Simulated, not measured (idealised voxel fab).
The process module that follows is named voxel released beams.
The cross-section on display is named cut; it measures 165 nm wide, and its cells are 5 nm squares.
Heads up, the way a cross-section reads in here is a grid of square cells, handed over as bands from the top down, with every band being one or more rows of cells.
Top, bottom (nm), then materials left to right with widths (nm); lone material tagged "edge to edge" fills the whole band edge to edge; "air" = empty space.
Where do heights start? At 0: under that level the wafer as delivered is made of one material only. And the lowest band has no floor; it just carries on downward, as in "0 down".
A width given as "30..40" starts at the first number in the band's top row and ends at the second number in its bottom row, shifting by an equal amount at every step from row to row.
Where the words "nothing different" appear for a step, the cross-section shows no cell changed by that step; every cell remained as before.
Each empty space that has no open way to the top and spans at least 8 cells appears under "Enclosed cavity list" as width x height at distance, the distance counted from the left edge, all in nm.
It should be noted that, on the line of a given step, the content following the step's settings is a remark produced by the simulator itself with respect to that step.
overlay nm: mask right of planned place by this much (step with mask). Neg. = left.
PLANNED STEP LIST FOR THE PROCESS
1 RECEIVE, material Si
2 CONFORMAL_DEP, material SiN, thk nm 10
3 DIRECTIONAL_DEP, material SiO2, thk nm 20
4 DIRECTIONAL_DEP, material aC, thk nm 15
5 PATTERN, tone open, mask id ANCHOR, material resist, width nm 35, thk nm 30, overlay nm 0
6 DIRECTIONAL_ETCH, etch materials aC, depth nm 15
7 STRIP, etch materials resist
8 DIRECTIONAL_ETCH, etch materials SiO2, depth nm 20
9 STRIP, etch materials aC
10 CONFORMAL_DEP, material polySi, thk nm 15
11 DIRECTIONAL_DEP, material aC, thk nm 15
12 PATTERN, tone cover, mask id BEAM, material resist, width nm 95, thk nm 35, overlay nm 0
13 DIRECTIONAL_ETCH, etch materials aC, depth nm 15
14 STRIP, etch materials resist
15 DIRECTIONAL_ETCH, etch materials polySi, depth nm 15
16 STRIP, etch materials aC
17 STRIP, etch materials SiO2
INCOMING WAFER IN CROSS-SECTION (STATE: AFTER STEP 1)
  0 down  Si edge to edge
  Enclosed cavity list: none
FIRST WAFER AT THE END, AS PLANNED
  45 to 30  air 30 | polySi 20 | air 5 | polySi 70 | air 40
  30 to 25  air 35 | polySi 15 | air 5 | polySi 15 | air 95
  25 to 10  air 35 | polySi 35 | air 95
  10 to 0  SiN edge to edge
  0 down  Si edge to edge
  Enclosed cavity list: none
CROSS-SECTIONAL VIEW: SECOND OF TWO WAFERS, END OF MODULE; START AND PLAN IDENTICAL TO THE FIRST, ONE MISTAKE IN RUNNING
  15 to 0  air 30 | polySi 95 | air 40
  0 down  Si edge to edge
  Enclosed cavity list: none
What went wrong in running the wafer? note that step 9 departed from the planned setting and was carried out as STRIP, etch materials SiN
Wafer comparison, final, in cells, second relative to first, materials more or fewer: 66 fewer of SiN; 24 fewer of polySi
